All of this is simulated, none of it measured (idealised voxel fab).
Presented below is a process module, voxel quadruple lines.
The width of the displayed cross-section, cut, is 290 nm; its cells are square, with a size of 5 nm.
Think of the cross-section as a grid of square cells. We describe it in bands, top to bottom, and each band covers one or more rows of those cells.
Quick guide to a band line: top height, bottom height (nm) up front; then every material left to right with its width in nm. Only one material and it's marked "everywhere"? Then it fills the band edge to edge. And "blank" just means empty space.
Height is counted from the level 0, under which the received wafer is composed throughout of one material. The lowest of the bands is not closed at the bottom but continues downward, in the notation "top 0, no bottom".
With a width like "30..40", each row of cells in the band differs from the next by the same amount, the top row carrying the first number and the bottom row the second.
A step reported as "nothing changed" is a step in which no cell of the cross-section changed.
Enclosed void entries: empty space of 8 cells or more with no open way to the top, each as width x height at its distance from the left edge, in nm
Read whatever lies past the settings on a step's line as the simulator's own remark about the step.
A step's line can hold "overlay nm"; with a mask on that step, the setting says how far right of the planned place the mask lay, while a negative setting says it lay to the left.

## Below is the list of planned process steps
1. op RECEIVE | material Si
2. op CONFORMAL_DEP | material Al2O3 | thk nm 10
3. op DIRECTIONAL_DEP | material Ru | thk nm 10
4. op DIRECTIONAL_DEP | material polySi | thk nm 20
5. op DIRECTIONAL_DEP | material aC | thk nm 20
6. op PATTERN | tone cover | mask id MANDREL | material resist | width nm 25 | thk nm 25 | overlay nm 0
7. op DIRECTIONAL_ETCH | etch materials aC | depth nm 20
8. op STRIP | etch materials resist
9. op CONFORMAL_DEP | material SiO2 | thk nm 15
10. op DIRECTIONAL_ETCH | etch materials SiO2 | depth nm 15
11. op STRIP | etch materials aC
12. op DIRECTIONAL_ETCH | etch materials polySi | depth nm 20
13. op STRIP | etch materials SiO2
14. op CONFORMAL_DEP | material SiN | thk nm 5
15. op DIRECTIONAL_ETCH | etch materials SiN | depth nm 5
16. op STRIP | etch materials polySi
17. op DIRECTIONAL_ETCH | etch materials Ru | depth nm 10
18. op STRIP | etch materials SiN

## First wafer, two in total, run as planned

## Shown in cross-section is the wafer as received, that is, as it stands after step 1
* top 0, no bottom = Si everywhere
* Enclosed void entries: none

## So this is the wafer cross-section right after step 2
* top 10, bottom 0 = Al2O3 everywhere
* Lower than 0, everything is as it was.

## So this is the wafer cross-section right after step 3
* top 20, bottom 10 = Ru everywhere
* Lower than 10, everything is as it was.

## So this is the wafer cross-section right after step 4
* top 40, bottom 20 = polySi everywhere
* Lower than 20, everything is as it was.

## So this is the wafer cross-section right after step 5
* top 60, bottom 40 = aC everywhere
* Lower than 40, everything is as it was.

## So this is the wafer cross-section right after step 6
* top 85, bottom 60 = 130 of blank, then 25 of resist, then 135 of blank
* Lower than 60, everything is as it was.

## So this is the wafer cross-section right after step 7
* top 65, bottom 60 = 130 of blank, then 25 of resist, then 135 of blank
* top 60, bottom 40 = 130 of blank, then 25 of aC, then 135 of blank
* Lower than 40, everything is as it was.

## So this is the wafer cross-section right after step 8
* top 60, bottom 40 = 130 of blank, then 25 of aC, then 135 of blank
* Lower than 40, everything is as it was.

## So this is the wafer cross-section right after step 9
* top 75, bottom 60 = 115 of blank, then 55 of SiO2, then 120 of blank
* top 60, bottom 55 = 115 of blank, then 15 of SiO2, then 25 of aC, then 15 of SiO2, then 120 of blank
* top 55, bottom 40 = 130 of SiO2, then 25 of aC, then 135 of SiO2
* Lower than 40, everything is as it was.

## So this is the wafer cross-section right after step 10
* top 60, bottom 40 = 115 of blank, then 15 of SiO2, then 25 of aC, then 15 of SiO2, then 120 of blank
* Lower than 40, everything is as it was.

## So this is the wafer cross-section right after step 11
* top 60, bottom 40 = 115 of blank, then 15 of SiO2, then 25 of blank, then 15 of SiO2, then 120 of blank
* Lower than 40, everything is as it was.

## So this is the wafer cross-section right after step 12
* top 60, bottom 40 = 115 of blank, then 15 of SiO2, then 25 of blank, then 15 of SiO2, then 120 of blank
* top 40, bottom 20 = 115 of blank, then 15 of polySi, then 25 of blank, then 15 of polySi, then 120 of blank
* Lower than 20, everything is as it was.

## So this is the wafer cross-section right after step 13
* top 40, bottom 20 = 115 of blank, then 15 of polySi, then 25 of blank, then 15 of polySi, then 120 of blank
* Lower than 20, everything is as it was.

## So this is the wafer cross-section right after step 14
* top 45, bottom 40 = 110 of blank, then 25 of SiN, then 15 of blank, then 25 of SiN, then 115 of blank
* top 40, bottom 25 = 110 of blank, then 5 of SiN, then 15 of polySi, then 5 of SiN, then 15 of blank, then 5 of SiN, then 15 of polySi, then 5 of SiN, then 115 of blank
* top 25, bottom 20 = 115 of SiN, then 15 of polySi, then 25 of SiN, then 15 of polySi, then 120 of SiN
* Lower than 20, everything is as it was.

## So this is the wafer cross-section right after step 15
* top 40, bottom 20 = 110 of blank, then 5 of SiN, then 15 of polySi, then 5 of SiN, then 15 of blank, then 5 of SiN, then 15 of polySi, then 5 of SiN, then 115 of blank
* Lower than 20, everything is as it was.

## So this is the wafer cross-section right after step 16
* top 40, bottom 20 = 110 of blank, then 5 of SiN, then 15 of blank, then 5 of SiN, then 15 of blank, then 5 of SiN, then 15 of blank, then 5 of SiN, then 115 of blank
* Lower than 20, everything is as it was.

## So this is the wafer cross-section right after step 17
* top 40, bottom 20 = 110 of blank, then 5 of SiN, then 15 of blank, then 5 of SiN, then 15 of blank, then 5 of SiN, then 15 of blank, then 5 of SiN, then 115 of blank
* top 20, bottom 10 = 110 of blank, then 5 of Ru, then 15 of blank, then 5 of Ru, then 15 of blank, then 5 of Ru, then 15 of blank, then 5 of Ru, then 115 of blank
* Lower than 10, everything is as it was.

## So this is the wafer cross-section right after step 18
* top 20, bottom 10 = 110 of blank, then 5 of Ru, then 15 of blank, then 5 of Ru, then 15 of blank, then 5 of Ru, then 15 of blank, then 5 of Ru, then 115 of blank
* Lower than 10, everything is as it was.

## The Second Wafer: Common Origin and Plan, One Mistake in Execution, Identical to the First Through Step 5

## Cross-section of the second wafer when, according to plan, step 6 should have finished
* top 85, bottom 60 = 125 of blank, then 35 of resist, then 130 of blank
* Lower than 60, everything is as it was.

## Cross-section of the second wafer when, according to plan, step 7 should have finished
* top 65, bottom 60 = 125 of blank, then 35 of resist, then 130 of blank
* top 60, bottom 40 = 125 of blank, then 35 of aC, then 130 of blank
* Lower than 40, everything is as it was.

## Cross-section of the second wafer when, according to plan, step 8 should have finished
* top 60, bottom 40 = 125 of blank, then 35 of aC, then 130 of blank
* Lower than 40, everything is as it was.

## Cross-section of the second wafer when, according to plan, step 9 should have finished
* top 75, bottom 60 = 110 of blank, then 65 of SiO2, then 115 of blank
* top 60, bottom 55 = 110 of blank, then 15 of SiO2, then 35 of aC, then 15 of SiO2, then 115 of blank
* top 55, bottom 40 = 125 of SiO2, then 35 of aC, then 130 of SiO2
* Lower than 40, everything is as it was.

## Cross-section of the second wafer when, according to plan, step 10 should have finished
* top 60, bottom 40 = 110 of blank, then 15 of SiO2, then 35 of aC, then 15 of SiO2, then 115 of blank
* Lower than 40, everything is as it was.

## Cross-section of the second wafer when, according to plan, step 11 should have finished
* top 60, bottom 40 = 110 of blank, then 15 of SiO2, then 35 of blank, then 15 of SiO2, then 115 of blank
* Lower than 40, everything is as it was.

## Cross-section of the second wafer when, according to plan, step 12 should have finished
* top 60, bottom 40 = 110 of blank, then 15 of SiO2, then 35 of blank, then 15 of SiO2, then 115 of blank
* top 40, bottom 20 = 110 of blank, then 15 of polySi, then 35 of blank, then 15 of polySi, then 115 of blank
* Lower than 20, everything is as it was.

## Cross-section of the second wafer when, according to plan, step 13 should have finished
* top 40, bottom 20 = 110 of blank, then 15 of polySi, then 35 of blank, then 15 of polySi, then 115 of blank
* Lower than 20, everything is as it was.

## Cross-section of the second wafer when, according to plan, step 14 should have finished
* top 45, bottom 40 = 105 of blank, then 25 of SiN, then 25 of blank, then 25 of SiN, then 110 of blank
* top 40, bottom 25 = 105 of blank, then 5 of SiN, then 15 of polySi, then 5 of SiN, then 25 of blank, then 5 of SiN, then 15 of polySi, then 5 of SiN, then 110 of blank
* top 25, bottom 20 = 110 of SiN, then 15 of polySi, then 35 of SiN, then 15 of polySi, then 115 of SiN
* Lower than 20, everything is as it was.

## Cross-section of the second wafer when, according to plan, step 15 should have finished
* top 40, bottom 20 = 105 of blank, then 5 of SiN, then 15 of polySi, then 5 of SiN, then 25 of blank, then 5 of SiN, then 15 of polySi, then 5 of SiN, then 110 of blank
* Lower than 20, everything is as it was.

## Cross-section of the second wafer when, according to plan, step 16 should have finished
* top 40, bottom 20 = 105 of blank, then 5 of SiN, then 15 of blank, then 5 of SiN, then 25 of blank, then 5 of SiN, then 15 of blank, then 5 of SiN, then 110 of blank
* Lower than 20, everything is as it was.

## Cross-section of the second wafer when, according to plan, step 17 should have finished
* top 40, bottom 20 = 105 of blank, then 5 of SiN, then 15 of blank, then 5 of SiN, then 25 of blank, then 5 of SiN, then 15 of blank, then 5 of SiN, then 110 of blank
* top 20, bottom 10 = 105 of blank, then 5 of Ru, then 15 of blank, then 5 of Ru, then 25 of blank, then 5 of Ru, then 15 of blank, then 5 of Ru, then 110 of blank
* Lower than 10, everything is as it was.

## Cross-section of the second wafer when, according to plan, step 18 should have finished
* top 20, bottom 10 = 105 of blank, then 5 of Ru, then 15 of blank, then 5 of Ru, then 25 of blank, then 5 of Ru, then 15 of blank, then 5 of Ru, then 110 of blank
* Lower than 10, everything is as it was.
Finding, execution versus plan: step 6 deviated from plan and actually ran as op PATTERN | tone cover | mask id MANDREL | material resist | width nm 35 | thk nm 25 | overlay nm 0
Comparing end states, the material composition by cell count is preserved from the first wafer to the second, while the locations of the cells are not.
